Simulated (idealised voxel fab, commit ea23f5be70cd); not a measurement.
The following is a process module called voxel self aligned vias.
Shown is cross-section cut, with a width of 260 nm and square cells of size 5 nm.
Cross-sections here: square-cell grids, written as top-down lists of bands, a band being one or more rows of cells. What a band's entry tells you: where the top is and where the bottom is, as heights in nm, and after that what lies inside, material by material from left to right, each with its width in nm. Empty space is written as the word "blank", and a single material marked with the word "all across" occupies the band from edge to edge. Note: height 0 marks the level under which the wafer is uniformly one material as received. Lowest band unbounded below, written "from 0 down". So if you see something like "30 to 40" for the width, read it as the top row of the band sitting at the first number and the bottom row at the second, with every row in between moving by the same amount as the last. Any step labelled "nothing altered" changed none of the cells in the cross-section. For the entry "Enclosed void entries", the listed items are empty spaces with no open way to the top whose size is 8 cells or more; each item follows the pattern width x height at distance, where distance is from the left edge and all three are in nm. If you see something after the settings on a step's line, that's the simulator's own remark about that step. Among the settings permitted on a step's line is "overlay nm"; applied to a step with a mask, it specifies the extent to which the mask lay to the right of its planned position, whereas a negative figure signifies a position to the left.
PLANNED STEP LIST FOR THE PROCESS
| 1 | RECEIVE (material Si) |
| 2 | CONFORMAL_DEP (material SiO2; thk nm 10) |
| 3 | CONFORMAL_DEP (material SiCN; thk nm 5) |
| 4 | DIRECTIONAL_DEP (material lowk; thk nm 20) |
| 5 | DIRECTIONAL_DEP (material aC; thk nm 15) |
| 6 | PATTERN (tone open; mask id LINES; material resist; width nm 25; pitch nm 75; thk nm 35; overlay nm 0) |
| 7 | DIRECTIONAL_ETCH (etch materials aC; depth nm 15) |
| 8 | STRIP (etch materials resist) |
| 9 | DIRECTIONAL_ETCH (etch materials lowk; depth nm 20) |
| 10 | STRIP (etch materials aC) |
| 11 | CONFORMAL_DEP (material TiN; thk nm 5) |
| 12 | FILL_DEP (material W; thk nm 10) |
| 13 | CMP (height nm 35) |
| 14 | SELECTIVE_ETCH (etch materials W Ru TiN; depth nm 5) |
| 15 | FILL_DEP (material SiN; thk nm 10) |
| 16 | CMP (height nm 35) |
| 17 | DIRECTIONAL_DEP (material lowk; thk nm 15) |
| 18 | MASKED_ETCH (tone open; mask id VIAS; width nm 45; etch materials lowk; depth nm 15; overlay nm 0) |
| 19 | MASKED_ETCH (tone open; mask id VIAS; width nm 45; etch materials SiN; depth nm 5; overlay nm 0) |
| 20 | CONFORMAL_DEP (material TiN; thk nm 5) |
| 21 | FILL_DEP (material Cu; thk nm 5) |
| 22 | CMP (height nm 40) |
| 23 | CONFORMAL_DEP (material SiN; thk nm 5) |
Don't read the plan's height nm for step 22 as applying to every wafer: that's the first wafer's value, and the wafers differ in it, though they all start identical.
SECTIONAL VIEW: FIRST OF SEVERAL WAFERS, AS RECEIVED, AFTER STEP 1
  from 0 down = Si all across
  Enclosed void entries: none
MODULE FINISHED, LAST STEP 23 DONE: CROSS-SECTION OF THE FIRST OF SEVERAL WAFERS
  from 45 to 40 = SiN all across
  from 40 to 35 = lowk=70 / TiN=15 / Cu=15 / TiN=15 / lowk=145
  from 35 to 30 = lowk=80 / TiN=25 / lowk=50 / SiN=25 / lowk=80
  from 30 to 20 = lowk=80 / TiN=5 / W=15 / TiN=5 / lowk=50 / TiN=5 / W=15 / TiN=5 / lowk=80
  from 20 to 15 = lowk=80 / TiN=25 / lowk=50 / TiN=25 / lowk=80
  from 15 to 10 = SiCN all across
  from 10 to 0 = SiO2 all across
  from 0 down = Si all across
  Enclosed void entries: none
LAST WAFER OF THE SET, CROSS-SECTIONED AT END OF MODULE
  from 65 to 60 = SiN all across
  from 60 to 55 = Cu all across
  from 55 to 50 = TiN=75 / Cu=35 / TiN=150
  from 50 to 40 = lowk=70 / TiN=5 / Cu=35 / TiN=5 / lowk=145
  from 40 to 35 = lowk=70 / TiN=15 / Cu=15 / TiN=15 / lowk=145
  from 35 to 30 = lowk=80 / TiN=25 / lowk=50 / SiN=25 / lowk=80
  from 30 to 20 = lowk=80 / TiN=5 / W=15 / TiN=5 / lowk=50 / TiN=5 / W=15 / TiN=5 / lowk=80
  from 20 to 15 = lowk=80 / TiN=25 / lowk=50 / TiN=25 / lowk=80
  from 15 to 10 = SiCN all across
  from 10 to 0 = SiO2 all across
  from 0 down = Si all across
  Enclosed void entries: none
WHAT FOLLOWS IS A TABLE IN WHICH EACH WAFER OCCUPIES A ROW; FOR THE WAFER AS IT STANDS AT THE CLOSE OF THE MODULE, THE ROW STATES, MATERIAL BY MATERIAL, HOW MANY CELLS HAVE BEEN GAINED (+) OR LOST (-) SINCE RECEIPT, AND THEN GIVES ITS CLOSED VOIDS
height nm 40; +3 Cu; +52 SiCN; +57 SiN; +104 SiO2; +29 TiN; +12 W; +211 lowk; Enclosed void entries: none
height nm 45; +10 Cu; +52 SiCN; +57 SiN; +104 SiO2; +31 TiN; +12 W; +254 lowk; Enclosed void entries: none
height nm 50; +17 Cu; +52 SiCN; +57 SiN; +104 SiO2; +33 TiN; +12 W; +297 lowk; Enclosed void entries: none
height nm 55; +24 Cu; +52 SiCN; +57 SiN; +104 SiO2; +78 TiN; +12 W; +297 lowk; Enclosed void entries: none
height nm 60; +76 Cu; +52 SiCN; +57 SiN; +104 SiO2; +78 TiN; +12 W; +297 lowk; Enclosed void entries: none
